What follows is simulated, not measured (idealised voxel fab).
Process module name: voxel air gaps
We display cut, a cross-section 175 nm in width whose square cells are each 5 nm.
The cross-sections in this document take the form of a grid made of square cells. They are written out as bands, in order from top to bottom. Each band consists of one or more rows of cells.
For a band, the entry starts with two heights in nm, that of the top and then that of the bottom, and carries on with the band's materials in order from left to right, each alongside its width in nm; the word "full width" beside a single material means it fills the band edge to edge, and "air" means empty space.
Ref level 0: as-received wafer is one material below here. Bottom band extends down with no lower bound ("z 0 and below").
The two numbers in a width such as "30..40" mark its ends across the band: the first belongs to the top row of cells, the second to the bottom row, and from each row to the next the width moves by the same amount.
A step reported as "remained the same" is a step in which no cell of the cross-section changed.
This entry, "Closed void list", enumerates those empty regions of no fewer than 8 cells that possess no open connection to the top. Each region is reported in the form width x height at distance, the distance being taken from the left edge, with all three quantities expressed in nm.
Whatever follows a step's settings on its line is a remark the simulator itself makes about that step.
On any step carrying a mask, the "overlay nm" setting, if present on the step's line, tells how far right of its planned place the mask lay; negative values point to the left.
Here's what the planned process steps look like
1: RECEIVE (material Si)
2: CONFORMAL_DEP (material SiO2; thk nm 10)
3: CONFORMAL_DEP (material SiN; thk nm 5)
4: DIRECTIONAL_DEP (material lowk; thk nm 40)
5: PATTERN (tone open; mask id LINES; material resist; width nm 15; pitch nm 45; thk nm 20; overlay nm 0)
6: DIRECTIONAL_ETCH (etch materials lowk; depth nm 40)
7: STRIP (etch materials resist)
8: CONFORMAL_DEP (material TiN; thk nm 5)
9: FILL_DEP (material Cu; thk nm 10)
10: CMP (height nm 55)
11: EPI (material Ru; thk nm 10)
12: SELECTIVE_ETCH (etch materials lowk; depth nm 50)
13: CONFORMAL_DEP (material SiN; thk nm 5)
The value of width nm given for step 5 in the plan refers to the first wafer; the wafers vary in this setting and are alike at the start.
Step 1 complete: as-received cross-section of the first of several wafers
* z 0 and below: Si full width
* Closed void list: none
Last step of the module is step 13; after it, the first of several wafers in cross-section
* z 70 to 65: 20 of air, then 135 of SiN, then 20 of air
* z 65 to 55: 20 of air, then 5 of SiN, then 35 of Ru, then 10 of SiN, then 35 of Ru, then 10 of SiN, then 35 of Ru, then 5 of SiN, then 20 of air
* z 55 to 50: 20 of air, then 15 of SiN, then 5 of TiN, then 5 of Cu, then 5 of TiN, then 30 of SiN, then 5 of TiN, then 5 of Cu, then 5 of TiN, then 30 of SiN, then 5 of TiN, then 5 of Cu, then 5 of TiN, then 15 of SiN, then 20 of air
* z 50 to 20: 30 of air, then 5 of SiN, then 5 of TiN, then 5 of Cu, then 5 of TiN, then 5 of SiN, then 20 of air, then 5 of SiN, then 5 of TiN, then 5 of Cu, then 5 of TiN, then 5 of SiN, then 20 of air, then 5 of SiN, then 5 of TiN, then 5 of Cu, then 5 of TiN, then 5 of SiN, then 30 of air
* z 20 to 15: 35 of SiN, then 15 of TiN, then 30 of SiN, then 15 of TiN, then 30 of SiN, then 15 of TiN, then 35 of SiN
* z 15 to 10: SiN full width
* z 10 to 0: SiO2 full width
* z 0 and below: Si full width
* Closed void list: 20 x 30 at 55; 20 x 30 at 100
Last-wafer cross-section at the end of the module
* z 70 to 65: 10 of air, then 150 of SiN, then 15 of air
* z 65 to 55: 10 of air, then 5 of SiN, then 140 of Ru, then 5 of SiN, then 15 of air
* z 55 to 50: 10 of air, then 15 of SiN, then 5 of TiN, then 20 of Cu, then 5 of TiN, then 15 of lowk, then 5 of TiN, then 20 of Cu, then 5 of TiN, then 15 of lowk, then 5 of TiN, then 20 of Cu, then 5 of TiN, then 15 of SiN, then 15 of air
* z 50 to 20: 20 of air, then 5 of SiN, then 5 of TiN, then 20 of Cu, then 5 of TiN, then 15 of lowk, then 5 of TiN, then 20 of Cu, then 5 of TiN, then 15 of lowk, then 5 of TiN, then 20 of Cu, then 5 of TiN, then 5 of SiN, then 25 of air
* z 20 to 15: 25 of SiN, then 30 of TiN, then 15 of lowk, then 30 of TiN, then 15 of lowk, then 30 of TiN, then 30 of SiN
* z 15 to 10: SiN full width
* z 10 to 0: SiO2 full width
* z 0 and below: Si full width
* Closed void list: none
each wafer at the end: cells of each material gained (+) or lost (-) since it was received, then its closed voids
width nm 15 | +21 Cu | +42 Ru | +154 SiN | +70 SiO2 | +51 TiN | Closed void list: 20 x 30 at 55; 20 x 30 at 100
width nm 20 | +42 Cu | +48 Ru | +146 SiN | +70 SiO2 | +54 TiN | Closed void list: 15 x 30 at 55; 15 x 30 at 100
width nm 25 | +63 Cu | +54 Ru | +98 SiN | +70 SiO2 | +57 TiN | +64 lowk | Closed void list: none
width nm 30 | +84 Cu | +56 Ru | +98 SiN | +70 SiO2 | +60 TiN | +48 lowk | Closed void list: none
